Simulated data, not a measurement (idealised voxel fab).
This is a process module. Its name is voxel released beams.
Displayed cross-section: cut, width of 280 nm, square cells sized 5 nm.
Cross-section = grid of square cells, listed top down in bands; band = one or more rows.
Basically the band line says how high the top is and how high the bottom is, in nm, and then what's in it from left to right, every material with its width in nm. Empty space shows up as "empty", and if a single material carries "everywhere" it runs the full band edge to edge.
Ref level 0: as-received wafer is one material below here. Bottom band extends down with no lower bound ("top 0, no bottom").
A width such as "30 to 40" changes by the same amount from each row of cells to the next, from the band's top row to its bottom row.
Step note "all unchanged" = no cross-section cell changed.
Reported under the label "Closed void inventory" are the empty spaces having no open way to the top and comprising 8 cells or more; the notation for each is width x height at distance, in which the distance is measured from the left edge and all three values are in nm.
Step line, after settings: the simulator's comment on this step.
Among the settings permitted on a step's line is "overlay nm"; applied to a step with a mask, it specifies the extent to which the mask lay to the right of its planned position, whereas a negative figure signifies a position to the left.
Intended process steps
- 1: RECEIVE (material Si)
- 2: CONFORMAL_DEP (material SiN; thk nm 10)
- 3: DIRECTIONAL_DEP (material SiO2; thk nm 15)
- 4: MASKED_ETCH (tone open; mask id ANCHOR; width nm 40; etch materials SiO2; depth nm 15; overlay nm 0)
- 5: CONFORMAL_DEP (material W; thk nm 15)
- 6: DIRECTIONAL_DEP (material aC; thk nm 10)
- 7: PATTERN (tone cover; mask id BEAM; material resist; width nm 120; thk nm 25; overlay nm 0)
- 8: DIRECTIONAL_ETCH (etch materials aC; depth nm 10)
- 9: STRIP (etch materials resist)
- 10: DIRECTIONAL_ETCH (etch materials W; depth nm 15)
- 11: STRIP (etch materials aC)
- 12: STRIP (etch materials SiO2)
Run as planned: first of two wafers
Cross-section, incoming material, after step 1
    top 0, no bottom: Si everywhere
    Closed void inventory: none
The wafer, seen in cross-section, after step 2
    top 10, bottom 0: SiN everywhere
    Under 0: no change, same as before.
The wafer, seen in cross-section, after step 3
    top 25, bottom 10: SiO2 everywhere
    Under 10: no change, same as before.
The wafer, seen in cross-section, after step 4
    top 25, bottom 10: SiO2: 80  empty: 40  SiO2: 160
    Under 10: no change, same as before.
The wafer, seen in cross-section, after step 5
    top 40, bottom 25: W: 95  empty: 10  W: 175
    top 25, bottom 10: SiO2: 80  W: 40  SiO2: 160
    Under 10: no change, same as before.
The wafer, seen in cross-section, after step 6
    top 50, bottom 40: aC: 95  empty: 10  aC: 175
    top 40, bottom 35: W: 95  empty: 10  W: 175
    top 35, bottom 25: W: 95  aC: 10  W: 175
    Under 25: no change, same as before.
The wafer, seen in cross-section, after step 7
    top 75, bottom 50: empty: 75  resist: 120  empty: 85
    top 50, bottom 40: aC: 95  resist: 10  aC: 175
    top 40, bottom 35: W: 95  resist: 10  W: 175
    Under 35: no change, same as before.
The wafer, seen in cross-section, after step 8
    top 65, bottom 50: empty: 75  resist: 120  empty: 85
    top 50, bottom 40: empty: 75  aC: 20  resist: 10  aC: 90  empty: 85
    Under 40: no change, same as before.
The wafer, seen in cross-section, after step 9
    top 50, bottom 40: empty: 75  aC: 20  empty: 10  aC: 90  empty: 85
    top 40, bottom 35: W: 95  empty: 10  W: 175
    Under 35: no change, same as before.
The wafer, seen in cross-section, after step 10
    top 50, bottom 40: empty: 75  aC: 20  empty: 10  aC: 90  empty: 85
    top 40, bottom 35: empty: 75  W: 20  empty: 10  W: 90  empty: 85
    top 35, bottom 25: empty: 75  W: 20  aC: 10  W: 90  empty: 85
    Under 25: no change, same as before.
The wafer, seen in cross-section, after step 11
    top 40, bottom 25: empty: 75  W: 20  empty: 10  W: 90  empty: 85
    Under 25: no change, same as before.
The wafer, seen in cross-section, after step 12
    top 40, bottom 25: empty: 75  W: 20  empty: 10  W: 90  empty: 85
    top 25, bottom 10: empty: 80  W: 40  empty: 160
    Under 10: no change, same as before.
Wafer two of the pair: same origin, same plan, one error during the run; identical to wafer one up to and including step 3
What the second wafer looks like in cross-section when step 4 should have wrapped up
    top 25, bottom 10: SiO2: 85  empty: 40  SiO2: 155
    Under 10: no change, same as before.
What the second wafer looks like in cross-section when step 5 should have wrapped up
    top 40, bottom 25: W: 100  empty: 10  W: 170
    top 25, bottom 10: SiO2: 85  W: 40  SiO2: 155
    Under 10: no change, same as before.
What the second wafer looks like in cross-section when step 6 should have wrapped up
    top 50, bottom 40: aC: 100  empty: 10  aC: 170
    top 40, bottom 35: W: 100  empty: 10  W: 170
    top 35, bottom 25: W: 100  aC: 10  W: 170
    Under 25: no change, same as before.
What the second wafer looks like in cross-section when step 7 should have wrapped up
    top 75, bottom 50: empty: 75  resist: 120  empty: 85
    top 50, bottom 40: aC: 100  resist: 10  aC: 170
    top 40, bottom 35: W: 100  resist: 10  W: 170
    Under 35: no change, same as before.
What the second wafer looks like in cross-section when step 8 should have wrapped up
    top 65, bottom 50: empty: 75  resist: 120  empty: 85
    top 50, bottom 40: empty: 75  aC: 25  resist: 10  aC: 85  empty: 85
    Under 40: no change, same as before.
What the second wafer looks like in cross-section when step 9 should have wrapped up
    top 50, bottom 40: empty: 75  aC: 25  empty: 10  aC: 85  empty: 85
    top 40, bottom 35: W: 100  empty: 10  W: 170
    Under 35: no change, same as before.
What the second wafer looks like in cross-section when step 10 should have wrapped up
    top 50, bottom 40: empty: 75  aC: 25  empty: 10  aC: 85  empty: 85
    top 40, bottom 35: empty: 75  W: 25  empty: 10  W: 85  empty: 85
    top 35, bottom 25: empty: 75  W: 25  aC: 10  W: 85  empty: 85
    Under 25: no change, same as before.
What the second wafer looks like in cross-section when step 11 should have wrapped up
    top 40, bottom 25: empty: 75  W: 25  empty: 10  W: 85  empty: 85
    Under 25: no change, same as before.
What the second wafer looks like in cross-section when step 12 should have wrapped up
    top 40, bottom 25: empty: 75  W: 25  empty: 10  W: 85  empty: 85
    top 25, bottom 10: empty: 85  W: 40  empty: 155
    Under 10: no change, same as before.
The mistake made against the process plan was this: planned and actual differ for step 4; actual: MASKED_ETCH (tone open; mask id ANCHOR; width nm 40; etch materials SiO2; depth nm 15; overlay nm 5)
Comparing end states, the material composition by cell count is preserved from the first wafer to the second, while the locations of the cells are not.
